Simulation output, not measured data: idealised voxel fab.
Process module, titled voxel air gaps
Square cells of 5 nm make up the cross-section cut, whose width is 230 nm.
When this document writes out a cross-section, it uses a grid of square cells and lists it as bands, beginning at the top and moving down, with a band standing for one or more rows of cells.
The band entry comprises the height of the band's top followed by the height of its bottom, expressed in nm, and subsequently the band's materials from left to right, each stated together with its width in nm. Where a single material is marked with the word "everywhere", that material fills the band from edge to edge. The word "empty" represents empty space.
Counting heights begins at 0, where everything beneath is, in the wafer as received, one material. The lowest band has no bottom; it goes on downwards, as "0 and below" shows.
You'd read "30 to 40" like this: the band's top row of cells is as wide as the first number, its bottom row is as wide as the second, and going down, every row changes width by the same amount as the row before did.
Given "stayed the same" for a step, no cell of the cross-section differs between before and after that step.
The list in "Sealed void list" covers empty spaces of 8 cells or more that cannot reach the top through any open way, and it gives each as width x height at distance; the distance is from the left edge, and width, height and distance are in nm.
Whatever follows a step's settings on its line is a remark the simulator itself makes about that step.
The "overlay nm" setting may appear on a step's line; for a step that uses a mask, it gives how far to the right of its planned position the mask lay, and a negative value indicates the left.
-- Here's what the planned process steps look like
1) RECEIVE (material Si)
2) CONFORMAL_DEP (material SiO2; thk nm 10)
3) CONFORMAL_DEP (material SiN; thk nm 5)
4) DIRECTIONAL_DEP (material lowk; thk nm 40)
5) DIRECTIONAL_DEP (material aC; thk nm 15)
6) PATTERN (tone open; mask id LINES; material resist; width nm 15; pitch nm 45; thk nm 30; overlay nm 0)
7) DIRECTIONAL_ETCH (etch materials aC; depth nm 15)
8) STRIP (etch materials resist)
9) DIRECTIONAL_ETCH (etch materials lowk; depth nm 40)
10) STRIP (etch materials aC)
11) CONFORMAL_DEP (material TiN; thk nm 5)
12) FILL_DEP (material Cu; thk nm 5)
13) CMP (height nm 55)
14) EPI (material Ru; thk nm 10)
15) SELECTIVE_ETCH (etch materials lowk; depth nm 50)
16) CONFORMAL_DEP (material SiCN; thk nm 5)
The plan's step 6 width nm is the first wafer's value; the wafers differ in this setting and start identical.
-- Received condition of the first of several wafers, sectioned: post-step 1
- 0 and below: Si everywhere
- Sealed void list: none
-- The following table contains a row per wafer, in which are reported, at the conclusion of the module, the cells of each material gained (+) or lost (-) since the wafer's receipt, with its closed voids given thereafter
width nm 15, +21 Cu, +42 Ru, +130 SiCN, +46 SiN, +92 SiO2, +51 TiN, Sealed void list: 20 x 30 at 85; 20 x 30 at 130
width nm 20, +42 Cu, +48 Ru, +122 SiCN, +46 SiN, +92 SiO2, +54 TiN, Sealed void list: 15 x 30 at 85; 15 x 30 at 130
width nm 25, +63 Cu, +54 Ru, +74 SiCN, +46 SiN, +92 SiO2, +57 TiN, +64 lowk, Sealed void list: none
width nm 30, +84 Cu, +56 Ru, +74 SiCN, +46 SiN, +92 SiO2, +60 TiN, +48 lowk, Sealed void list: none
